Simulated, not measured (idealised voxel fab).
You're looking at the process module voxel ribs on slabs.
Shown is cross-section cut, with a width of 205 nm and square cells of size 5 nm.
The cross-sections in this document take the form of a grid made of square cells. They are written out as bands, in order from top to bottom. Each band consists of one or more rows of cells. Read a band's entry like this: the first values are the height of its top and the height of its bottom in nm, and what follows is the sequence of materials from left to right, each with its width in nm. Note that "empty" is empty space, and that a single material marked "full width" reaches across the band from edge to edge. All heights in this document are referenced to 0, defined as the level beneath which the wafer, as received, consists entirely of one material. The lowest band is not bounded below; it extends indefinitely downward and is written in the form "0 down". The notation "30 to 40" denotes a width that varies across the rows of cells in the band, beginning at the first number in the top row, finishing at the second number in the bottom row, and changing by an identical amount from each row to the next. "no modifications" -> step changed no cross-section cell. The entry "Sealed cavities" lists the empty spaces that cover at least 8 cells and have no open path to the top. Each is written as width x height at distance, where the distance is measured from the left edge and all three values are in nm. Anything after a step's settings on that line? It's the simulator's own note about the step. On any step carrying a mask, the "overlay nm" setting, if present on the step's line, tells how far right of its planned place the mask lay; negative values point to the left.
## Here's what the planned process steps look like
1: RECEIVE,material Si
2: DIRECTIONAL_DEP,material SiO2,thk nm 20
3: DIRECTIONAL_DEP,material SiN,thk nm 25
4: DIRECTIONAL_DEP,material aC,thk nm 10
5: PATTERN,tone cover,mask id RIB,material resist,width nm 20,thk nm 25,overlay nm 0
6: DIRECTIONAL_ETCH,etch materials aC,depth nm 10
7: STRIP,etch materials resist
8: DIRECTIONAL_ETCH,etch materials SiN,depth nm 15
9: STRIP,etch materials aC
10: MASKED_ETCH,tone cover,mask id SLAB,width nm 70,etch materials SiN,depth nm 10,overlay nm 0
11: FILL_DEP,material SiO2,thk nm 20
12: CMP,height nm 55
13: DIRECTIONAL_DEP,material TiN,thk nm 5
14: PATTERN,tone cover,mask id HEATER,material resist,width nm 30,thk nm 15,overlay nm 0
15: DIRECTIONAL_ETCH,etch materials TiN,depth nm 5
16: STRIP,etch materials resist
17: CONFORMAL_DEP,material SiN,thk nm 10
## The first wafer of two, processed as planned
## Cross-section of the wafer at receipt, which is the condition after step 1
- 0 down: Si full width
- Sealed cavities: none
## Wafer xsec, post step 2
- 20 to 0: SiO2 full width
- Unchanged below 0.
## Wafer xsec, post step 3
- 45 to 20: SiN full width
- Unchanged below 20.
## Wafer xsec, post step 4
- 55 to 45: aC full width
- Unchanged below 45.
## Wafer xsec, post step 5
- 80 to 55: empty 90 nm, then resist 20 nm, then empty 95 nm
- Unchanged below 55.
## Wafer xsec, post step 6
- 70 to 55: empty 90 nm, then resist 20 nm, then empty 95 nm
- 55 to 45: empty 90 nm, then aC 20 nm, then empty 95 nm
- Unchanged below 45.
## Wafer xsec, post step 7
- 55 to 45: empty 90 nm, then aC 20 nm, then empty 95 nm
- Unchanged below 45.
## Wafer xsec, post step 8
- 55 to 45: empty 90 nm, then aC 20 nm, then empty 95 nm
- 45 to 30: empty 90 nm, then SiN 20 nm, then empty 95 nm
- Unchanged below 30.
## Wafer xsec, post step 9
- 45 to 30: empty 90 nm, then SiN 20 nm, then empty 95 nm
- Unchanged below 30.
## Wafer xsec, post step 10
- 45 to 30: empty 90 nm, then SiN 20 nm, then empty 95 nm
- 30 to 20: empty 65 nm, then SiN 70 nm, then empty 70 nm
- Unchanged below 20.
## Wafer xsec, post step 11
- 65 to 45: SiO2 full width
- 45 to 30: SiO2 90 nm, then SiN 20 nm, then SiO2 95 nm
- 30 to 20: SiO2 65 nm, then SiN 70 nm, then SiO2 70 nm
- Unchanged below 20.
## Wafer xsec, post step 12
- 55 to 45: SiO2 full width
- Unchanged below 45.
## Wafer xsec, post step 13
- 60 to 55: TiN full width
- Unchanged below 55.
## Wafer xsec, post step 14
- 75 to 60: empty 85 nm, then resist 30 nm, then empty 90 nm
- Unchanged below 60.
## Wafer xsec, post step 15
- 75 to 60: empty 85 nm, then resist 30 nm, then empty 90 nm
- 60 to 55: empty 85 nm, then TiN 30 nm, then empty 90 nm
- Unchanged below 55.
## Wafer xsec, post step 16
- 60 to 55: empty 85 nm, then TiN 30 nm, then empty 90 nm
- Unchanged below 55.
## Wafer xsec, post step 17
- 70 to 65: empty 75 nm, then SiN 50 nm, then empty 80 nm
- 65 to 60: SiN full width
- 60 to 55: SiN 85 nm, then TiN 30 nm, then SiN 90 nm
- Unchanged below 55.
## Second wafer, same starting conditions and recipe as the first, one mistake in executing it, nothing differs from the first up to and including step 9
## Cross-section, second wafer, at the end time the plan gives for step 10
- 45 to 30: empty 90 nm, then SiN 20 nm, then empty 95 nm
- 30 to 20: empty 60 nm, then SiN 70 nm, then empty 75 nm
- Unchanged below 20.
## Cross-section, second wafer, at the end time the plan gives for step 11
- 65 to 45: SiO2 full width
- 45 to 30: SiO2 90 nm, then SiN 20 nm, then SiO2 95 nm
- 30 to 20: SiO2 60 nm, then SiN 70 nm, then SiO2 75 nm
- Unchanged below 20.
## Cross-section, second wafer, at the end time the plan gives for step 12
- 55 to 45: SiO2 full width
- Unchanged below 45.
## Cross-section, second wafer, at the end time the plan gives for step 13
- 60 to 55: TiN full width
- Unchanged below 55.
## Cross-section, second wafer, at the end time the plan gives for step 14
- 75 to 60: empty 85 nm, then resist 30 nm, then empty 90 nm
- Unchanged below 60.
## Cross-section, second wafer, at the end time the plan gives for step 15
- 75 to 60: empty 85 nm, then resist 30 nm, then empty 90 nm
- 60 to 55: empty 85 nm, then TiN 30 nm, then empty 90 nm
- Unchanged below 55.
## Cross-section, second wafer, at the end time the plan gives for step 16
- 60 to 55: empty 85 nm, then TiN 30 nm, then empty 90 nm
- Unchanged below 55.
## Cross-section, second wafer, at the end time the plan gives for step 17
- 70 to 65: empty 75 nm, then SiN 50 nm, then empty 80 nm
- 65 to 60: SiN full width
- 60 to 55: SiN 85 nm, then TiN 30 nm, then SiN 90 nm
- Unchanged below 55.
Deviation noted in wafer processing: step 10 went in with a setting other than planned; the actual run was MASKED_ETCH,tone cover,mask id SLAB,width nm 70,etch materials SiN,depth nm 10,overlay nm -5
So at the finish, the second wafer's got exactly as many cells of each material as the first, just not in the same spots.
